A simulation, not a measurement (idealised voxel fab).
process module | voxel trench capacitor
cross-section cut | 220 nm wide | cells 5 nm
A cross-section is a grid of square cells, given in bands from the top down. A band is one or more rows of cells.
Each band's line starts with the height of the band's top and of its bottom, in nm. Then come its materials from left to right, each with its width in nm. One material with "throughout" fills the band from edge to edge. "air" is empty space.
Height 0 is the level under which the wafer as received is all one material. The lowest band goes on downwards, as in "0 down".
A width such as "30 to 40" changes by the same amount from each row of cells to the next, from the band's top row to its bottom row.
"no change" after a step means that no cell of the cross-section changed.
closed voids: empty space of 8 cells or more with no open way to the top, each as width x height at its distance from the left edge, in nm
after a step's settings: what the simulator itself notes on the step
overlay nm, on a step with a mask: how far to the right of its planned place the mask lay; to the left if negative
plan
1 op RECEIVE | material Si
2 op CONFORMAL_DEP | material SiN | thk nm 10
3 op DIRECTIONAL_DEP | material aC | thk nm 15
4 op PATTERN | tone open | mask id TRENCH | material resist | width nm 20 | pitch nm 50 | thk nm 30 | overlay nm 0
5 op DIRECTIONAL_ETCH | etch materials aC | depth nm 15
6 op STRIP | etch materials resist
7 op DIRECTIONAL_ETCH | etch materials SiN | depth nm 10
8 op DIRECTIONAL_ETCH | etch materials Si | depth nm 30
9 op STRIP | etch materials aC
10 op CONFORMAL_DEP | material Al2O3 | thk nm 5
11 op FILL_DEP | material polySi | thk nm 5
12 op CMP | height nm 10
varied across the wafers: thk nm of step 10. The plan shows the first wafer's value. All wafers start alike
first wafer as received, after step 1
  0 down: Si throughout
  closed voids: none
first wafer at the end, after step 12
  10 to 0: SiN 75 | Al2O3 5 | polySi 10 | Al2O3 5 | SiN 30 | Al2O3 5 | polySi 10 | Al2O3 5 | SiN 75
  0 to -25: Si 75 | Al2O3 5 | polySi 10 | Al2O3 5 | Si 30 | Al2O3 5 | polySi 10 | Al2O3 5 | Si 75
  -25 to -30: Si 75 | Al2O3 20 | Si 30 | Al2O3 20 | Si 75
  -30 down: Si throughout
  closed voids: none
last wafer at the end
  10 to 0: SiN 75 | Al2O3 20 | SiN 30 | Al2O3 20 | SiN 75
  0 to -30: Si 75 | Al2O3 20 | Si 30 | Al2O3 20 | Si 75
  -30 down: Si throughout
  closed voids: none
each wafer at the end: cells of each material gained (+) or lost (-) since it was received, then its closed voids
thk nm 5 | +36 Al2O3 | -48 Si | +72 SiN | +28 polySi | closed voids: none
thk nm 10 | +64 Al2O3 | -48 Si | +72 SiN | closed voids: none
thk nm 15 | +64 Al2O3 | -48 Si | +72 SiN | closed voids: none
thk nm 20 | +64 Al2O3 | -48 Si | +72 SiN | closed voids: none
